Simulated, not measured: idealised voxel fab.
The name of this process module is voxel self aligned vias.
Each square cell in cross-section cut measures 5 nm, and the section as a whole is 160 nm wide.
Cross-sections here: square-cell grids, written as top-down lists of bands, a band being one or more rows of cells. Basically the band line says how high the top is and how high the bottom is, in nm, and then what's in it from left to right, every material with its width in nm. Empty space shows up as "air", and if a single material carries "edge to edge" it runs the full band edge to edge. Below 0: as-received wafer, all one material; heights counted from there. Lowest band: no bottom, goes on down, written "0 down". The notation "30->40" denotes a width that varies across the rows of cells in the band, beginning at the first number in the top row, finishing at the second number in the bottom row, and changing by an identical amount from each row to the next. Step note "nothing got changed" = no cross-section cell changed. So "Closed void entries" is basically the list of trapped voids: any empty space of 8 cells or more that can't reach the top through an opening. They're written width x height at distance, the distance being from the left edge, and it's all nm. Where a step's line continues beyond its settings, the continuation is a remark by the simulator itself on that step. "overlay nm", when on a step's line for a step with a mask, measures how far to the right of its planned place the mask lay; a negative measure means to the left.
### Steps in the process plan
1: RECEIVE | material Si
2: CONFORMAL_DEP | material SiO2 | thk nm 15
3: CONFORMAL_DEP | material SiCN | thk nm 5
4: DIRECTIONAL_DEP | material lowk | thk nm 20
5: MASKED_ETCH | tone open | mask id LINES | width nm 20 | pitch nm 45 | etch materials lowk | depth nm 20 | overlay nm 0
6: CONFORMAL_DEP | material TiN | thk nm 5
7: FILL_DEP | material W | thk nm 5
8: CMP | height nm 40
9: SELECTIVE_ETCH | etch materials W Ru TiN | depth nm 10
10: FILL_DEP | material SiN | thk nm 5
11: CMP | height nm 40
12: DIRECTIONAL_DEP | material lowk | thk nm 15
13: PATTERN | tone open | mask id VIAS | material resist | width nm 30 | pitch nm 45 | thk nm 20 | overlay nm 0
14: DIRECTIONAL_ETCH | etch materials lowk | depth nm 15
15: DIRECTIONAL_ETCH | etch materials SiN | depth nm 10
16: STRIP | etch materials resist
17: CONFORMAL_DEP | material TiN | thk nm 5
18: FILL_DEP | material Ru | thk nm 5
19: CMP | height nm 55
20: CONFORMAL_DEP | material SiN | thk nm 5
### Wafer cross-section on receipt, i.e. after step 1
* 0 down: Si edge to edge
* Closed void entries: none
### What the wafer looks like in cross-section after this module, when it starts as shown above and follows the plan above but one mistake is made in running it
* 60 to 55: SiN edge to edge
* 55 to 45: lowk 40 | TiN 5 | Ru 20 | TiN 5 | lowk 15 | TiN 5 | Ru 20 | TiN 5 | lowk 45
* 45 to 40: lowk 40 | TiN 30 | lowk 15 | TiN 30 | lowk 45
* 40 to 30: lowk 45 | W 20 | lowk 25 | W 20 | lowk 50
* 30 to 25: lowk 45 | TiN 5 | W 10 | TiN 5 | lowk 25 | TiN 5 | W 10 | TiN 5 | lowk 50
* 25 to 20: lowk 45 | TiN 20 | lowk 25 | TiN 20 | lowk 50
* 20 to 15: SiCN edge to edge
* 15 to 0: SiO2 edge to edge
* 0 down: Si edge to edge
* Closed void entries: none
Nonconformance to the process plan: planned and actual differ for step 10; actual: FILL_DEP | material W | thk nm 5
